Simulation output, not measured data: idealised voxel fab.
The process module that follows is named voxel quadruple lines.
Section cut is 225 nm wide and gridded with 5 nm square cells.
In what follows, cross-sections appear as grids of square cells, described through bands that run from the top down, where every band is one or more rows of cells. Per band: top height and bottom height in nm, followed by the left-to-right materials and their widths in nm; "throughout" marks a single material spanning edge to edge, "blank" marks empty space. For the purposes of this specification, 0 denotes the height below which the wafer in its as-received condition is composed wholly of one material, and the lowermost band, lacking a lower limit, extends downward without end, as expressed in "from 0 down". Read "30 to 40" as a graded width: first number on top, second number at the bottom, same change between each pair of neighbouring rows. Any step labelled "everything unchanged" changed none of the cells in the cross-section. Enclosed internal cavities: empty space of 8 cells or more with no open way to the top, each as width x height at its distance from the left edge, in nm. On each step's line, the part that comes after the settings is the simulator's own comment on the step. overlay nm: for a step with a mask, the amount by which the mask lay right of where it was planned; a negative amount means left of it.

# List of planned process steps
step 1: RECEIVE | material Si
step 2: CONFORMAL_DEP | material SiO2 | thk nm 5
step 3: DIRECTIONAL_DEP | material W | thk nm 10
step 4: DIRECTIONAL_DEP | material polySi | thk nm 15
step 5: DIRECTIONAL_DEP | material aC | thk nm 20
step 6: PATTERN | tone cover | mask id MANDREL | material resist | width nm 20 | thk nm 30 | overlay nm -15
step 7: DIRECTIONAL_ETCH | etch materials aC | depth nm 20
step 8: STRIP | etch materials resist
step 9: CONFORMAL_DEP | material SiO2 | thk nm 10
step 10: DIRECTIONAL_ETCH | etch materials SiO2 | depth nm 10
step 11: STRIP | etch materials aC
step 12: DIRECTIONAL_ETCH | etch materials polySi | depth nm 15
step 13: STRIP | etch materials SiO2
step 14: CONFORMAL_DEP | material SiCN | thk nm 5
step 15: DIRECTIONAL_ETCH | etch materials SiCN | depth nm 5
step 16: STRIP | etch materials polySi
step 17: DIRECTIONAL_ETCH | etch materials W | depth nm 10
step 18: STRIP | etch materials SiCN
step 19: FILL_DEP | material SiO2 | thk nm 10
step 20: CMP | height nm 15
Be aware that, although all wafers share a common starting state, the overlay nm at step 6 differs among them, and the plan displays the first wafer's value.

# The first of several wafers as received, shown in cross-section; this is its state after step 1
* from 0 down = Si throughout
* Enclosed internal cavities: none

# Post step 20, the closing step of the module: first of several wafers, cross-sectioned
* from 15 to 5 = SiO2 (70) / W (5) / SiO2 (10) / W (5) / SiO2 (10) / W (5) / SiO2 (10) / W (5) / SiO2 (105)
* from 5 to 0 = SiO2 throughout
* from 0 down = Si throughout
* Enclosed internal cavities: none

# Last-wafer cross-section at the end of the module
* from 15 to 5 = SiO2 (100) / W (5) / SiO2 (10) / W (5) / SiO2 (10) / W (5) / SiO2 (10) / W (5) / SiO2 (75)
* from 5 to 0 = SiO2 throughout
* from 0 down = Si throughout
* Enclosed internal cavities: none

# What follows is a table in which each wafer occupies a row; for the wafer as it stands at the close of the module, the row states, material by material, how many cells have been gained (+) or lost (-) since receipt, and then gives its closed voids
overlay nm -15 | +127 SiO2 | +8 W | Enclosed internal cavities: none
overlay nm -10 | +127 SiO2 | +8 W | Enclosed internal cavities: none
overlay nm -5 | +127 SiO2 | +8 W | Enclosed internal cavities: none
overlay nm 0 | +127 SiO2 | +8 W | Enclosed internal cavities: none
overlay nm 5 | +127 SiO2 | +8 W | Enclosed internal cavities: none
overlay nm 10 | +127 SiO2 | +8 W | Enclosed internal cavities: none
overlay nm 15 | +127 SiO2 | +8 W | Enclosed internal cavities: none
